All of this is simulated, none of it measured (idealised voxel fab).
Herein follows the process module entitled voxel transistor to metal.
This is section cut - it's 215 nm across, gridded in 5 nm square cells.
Throughout this document, each cross-section is represented as a grid of square cells and is presented as a sequence of bands enumerated from the top downward, where a band comprises one or more rows of cells.
Per band: top height and bottom height in nm, followed by the left-to-right materials and their widths in nm; "all across" marks a single material spanning edge to edge, "blank" marks empty space.
The level at which height equals 0 is the one under which the wafer, as it arrives, is entirely one material. No lower edge exists for the bottom band, which continues downward and is notated as in "0..down".
With a width like "30->40", each row of cells in the band differs from the next by the same amount, the top row carrying the first number and the bottom row the second.
Where the words "no alterations made" appear for a step, the cross-section shows no cell changed by that step; every cell remained as before.
Basically, "Voids, fully enclosed" tells you about the enclosed voids: empty spaces with no open way to the top, 8 cells or bigger, each written width x height at distance, where distance is from the left edge, all in nm.
Note: text after step settings on the step line = simulator remark on that step.
"overlay nm" answers the question of how far to the right of plan the mask lay on a step that has a mask, and when it is negative the answer is to the left.
Here's what the planned process steps look like
1 RECEIVE [material Si]
2 CONFORMAL_DEP [material SiO2] [thk nm 5]
3 CONFORMAL_DEP [material SiN] [thk nm 10]
4 DIRECTIONAL_DEP [material aC] [thk nm 15]
5 PATTERN [tone cover] [mask id ACTIVE] [material resist] [width nm 115] [thk nm 30] [overlay nm 0]
6 DIRECTIONAL_ETCH [etch materials aC] [depth nm 15]
7 STRIP [etch materials resist]
8 DIRECTIONAL_ETCH [etch materials SiN] [depth nm 10]
9 DIRECTIONAL_ETCH [etch materials SiO2] [depth nm 5]
10 DIRECTIONAL_ETCH [etch materials Si] [depth nm 30]
11 STRIP [etch materials aC]
12 FILL_DEP [material SiO2] [thk nm 10]
13 CMP [height nm 15]
14 SELECTIVE_ETCH [etch materials SiO2] [depth nm 5]
15 STRIP [etch materials SiN]
16 SELECTIVE_ETCH [etch materials SiO2] [depth nm 5]
17 OXIDIZE [depth nm 5]
18 DIRECTIONAL_DEP [material polySi] [thk nm 30]
19 DIRECTIONAL_DEP [material SiCN] [thk nm 15]
20 MASKED_ETCH [tone cover] [mask id GATE] [width nm 35] [etch materials SiCN] [depth nm 25] [overlay nm 0]
21 MASKED_ETCH [tone cover] [mask id GATE] [width nm 35] [etch materials polySi] [depth nm 40] [overlay nm 0]
22 CONFORMAL_DEP [material SiO2] [thk nm 5]
23 DIRECTIONAL_ETCH [etch materials SiO2] [depth nm 5]
24 CONFORMAL_DEP [material SiN] [thk nm 5]
25 DIRECTIONAL_ETCH [etch materials SiN] [depth nm 5]
26 DIRECTIONAL_ETCH [etch materials SiO2] [depth nm 5]
27 DIRECTIONAL_ETCH [etch materials Si] [depth nm 15]
28 EPI [material pSi] [thk nm 20]
29 FILL_DEP [material SiO2] [thk nm 5]
30 CMP [height nm 30]
31 STRIP [etch materials polySi]
32 SELECTIVE_ETCH [etch materials SiO2] [depth nm 5]
33 CONFORMAL_DEP [material HfO2] [thk nm 5]
34 CONFORMAL_DEP [material TiN] [thk nm 5]
35 FILL_DEP [material W] [thk nm 5]
36 CMP [height nm 25]
37 DIRECTIONAL_DEP [material SiO2] [thk nm 10]
38 MASKED_ETCH [tone open] [mask id CONTACT] [width nm 20] [pitch nm 85] [etch materials SiO2] [depth nm 20] [overlay nm 0]
39 CONFORMAL_DEP [material TiN] [thk nm 5]
40 FILL_DEP [material W] [thk nm 5]
41 CMP [height nm 35]
42 DIRECTIONAL_DEP [material TiN] [thk nm 5]
43 DIRECTIONAL_DEP [material W] [thk nm 15]
44 MASKED_ETCH [tone cover] [mask id METAL_1] [width nm 20] [pitch nm 85] [etch materials W] [depth nm 15] [overlay nm 0]
45 MASKED_ETCH [tone cover] [mask id METAL_1] [width nm 20] [pitch nm 85] [etch materials TiN] [depth nm 5] [overlay nm 0]
46 FILL_DEP [material SiO2] [thk nm 5]
47 CMP [height nm 55]
48 CONFORMAL_DEP [material SiN] [thk nm 5]
Received-state cross-section, reflecting completion of step 1
> 0..down: Si all across
> Voids, fully enclosed: none
Below is the wafer in cross-section after the module was completed. It began from the starting point shown above and followed the plan shown above, except that one mistake was made while running it
> 60..55: SiN all across
> 55..40: SiO2 55, then W 20, then SiO2 65, then W 20, then SiO2 55
> 40..35: SiO2 55, then TiN 20, then SiO2 65, then TiN 20, then SiO2 55
> 35..25: SiO2 55, then TiN 5, then W 10, then TiN 5, then SiO2 65, then TiN 5, then W 10, then TiN 5, then SiO2 55
> 25..20: SiO2 55, then TiN 5, then W 10, then TiN 5, then SiO2 5, then SiN 5, then TiN 5, then HfO2 5, then W 25, then HfO2 5, then TiN 5, then SiN 5, then SiO2 5, then TiN 5, then W 10, then TiN 5, then SiO2 55
> 20..15: SiO2 55, then TiN 20, then SiO2 5, then SiN 5, then TiN 5, then HfO2 5, then W 25, then HfO2 5, then TiN 5, then SiN 5, then SiO2 5, then TiN 20, then SiO2 55
> 15..5: SiO2 45, then pSi 35, then SiN 5, then TiN 5, then HfO2 5, then W 25, then HfO2 5, then TiN 5, then SiN 5, then pSi 35, then SiO2 45
> 5..0: SiO2 45, then pSi 5, then SiN 5, then pSi 25, then SiN 5, then TiN 5, then HfO2 35, then TiN 5, then SiN 5, then pSi 25, then SiN 5, then pSi 5, then SiO2 45
> 0..-5: SiO2 55, then pSi 25, then SiO2 5, then TiN 45, then SiO2 5, then pSi 25, then SiO2 55
> -5..-20: SiO2 50, then Si 5, then pSi 25, then Si 55, then pSi 25, then Si 5, then SiO2 50
> -20..-30: SiO2 50, then Si 115, then SiO2 50
> -30..down: Si all across
> Voids, fully enclosed: none
Nonconformance to the process plan: swap of plan steps 33 and 34 during execution
